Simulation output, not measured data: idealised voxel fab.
Module name: voxel gate over fins (process module)
Shown is cross-section cut, with a width of 265 nm and square cells of size 5 nm.
Square cells in a grid make up a cross-section in this document, and the grid is given as bands, listed from the top down, each one or more rows of cells.
Heights first: top, then bottom, in nm. Then materials, left to right, each with a width in nm. "edge to edge" on a single material: fills the band edge to edge. "blank": empty space.
Below 0: as-received wafer, all one material; heights counted from there. Lowest band: no bottom, goes on down, written "0 -> down".
So if you see something like "30->40" for the width, read it as the top row of the band sitting at the first number and the bottom row at the second, with every row in between moving by the same amount as the last.
The cross-section has no changed cell in any step marked "identical to before".
So "closed voids" is basically the list of trapped voids: any empty space of 8 cells or more that can't reach the top through an opening. They're written width x height at distance, the distance being from the left edge, and it's all nm.
Step line, after settings: the simulator's comment on this step.
Regarding "overlay nm": on a step with a mask, it is the distance the mask lay to the right of its planned place; a negative value places it to the left.

[The process steps that were planned are listed below]
| 1 | RECEIVE [material Si] |
| 2 | CONFORMAL_DEP [material SiN] [thk nm 10] |
| 3 | DIRECTIONAL_DEP [material aC] [thk nm 10] |
| 4 | PATTERN [tone cover] [mask id FINS] [material resist] [width nm 15] [pitch nm 50] [thk nm 25] [overlay nm 0] |
| 5 | DIRECTIONAL_ETCH [etch materials aC] [depth nm 10] |
| 6 | STRIP [etch materials resist] |
| 7 | DIRECTIONAL_ETCH [etch materials SiN] [depth nm 10] |
| 8 | DIRECTIONAL_ETCH [etch materials Si] [depth nm 30] |
| 9 | STRIP [etch materials aC] |
| 10 | FILL_DEP [material SiO2] [thk nm 15] |
| 11 | CMP [height nm 10] |
| 12 | PATTERN [tone open] [mask id RAIL] [material resist] [width nm 15] [thk nm 20] [overlay nm 0] |
| 13 | DIRECTIONAL_ETCH [etch materials SiO2] [depth nm 35] |
| 14 | STRIP [etch materials resist] |
| 15 | CONFORMAL_DEP [material TiN] [thk nm 5] |
| 16 | FILL_DEP [material Ru] [thk nm 5] |
| 17 | CMP [height nm 10] |
| 18 | SELECTIVE_ETCH [etch materials W Ru TiN] [depth nm 25] |
| 19 | FILL_DEP [material SiO2] [thk nm 5] |
| 20 | CMP [height nm 10] |
| 21 | SELECTIVE_ETCH [etch materials SiO2] [depth nm 20] |
| 22 | STRIP [etch materials SiN] |
| 23 | CONFORMAL_DEP [material HfO2] [thk nm 5] |
| 24 | CONFORMAL_DEP [material TiN] [thk nm 5] |
| 25 | CONFORMAL_DEP [material TiAl] [thk nm 5] |
| 26 | CONFORMAL_DEP [material TiN] [thk nm 5] |
| 27 | FILL_DEP [material W] [thk nm 10] |
| 28 | CMP [height nm 25] |
| 29 | CONFORMAL_DEP [material SiN] [thk nm 5] |
The plan's step 12 width nm is the first wafer's value; the wafers differ in this setting and start identical.

[Step 1 complete: as-received cross-section of the first of several wafers]
- 0 -> down = Si edge to edge
- closed voids: none

[The table below has one row for each wafer; a row shows, as of the end of the module, how many cells of each material the wafer has gained, marked (+), or lost, marked (-), since it was received, and then the wafer's closed voids]
width nm 15; +65 HfO2; +1 Ru; -264 Si; +53 SiN; +170 SiO2; +65 TiAl; +131 TiN; +97 W; closed voids: none
width nm 20; +65 HfO2; +2 Ru; -264 Si; +53 SiN; +168 SiO2; +65 TiAl; +132 TiN; +97 W; closed voids: none
width nm 25; +65 HfO2; +3 Ru; -264 Si; +53 SiN; +166 SiO2; +65 TiAl; +133 TiN; +97 W; closed voids: none
width nm 30; +65 HfO2; +4 Ru; -264 Si; +53 SiN; +164 SiO2; +65 TiAl; +134 TiN; +97 W; closed voids: none
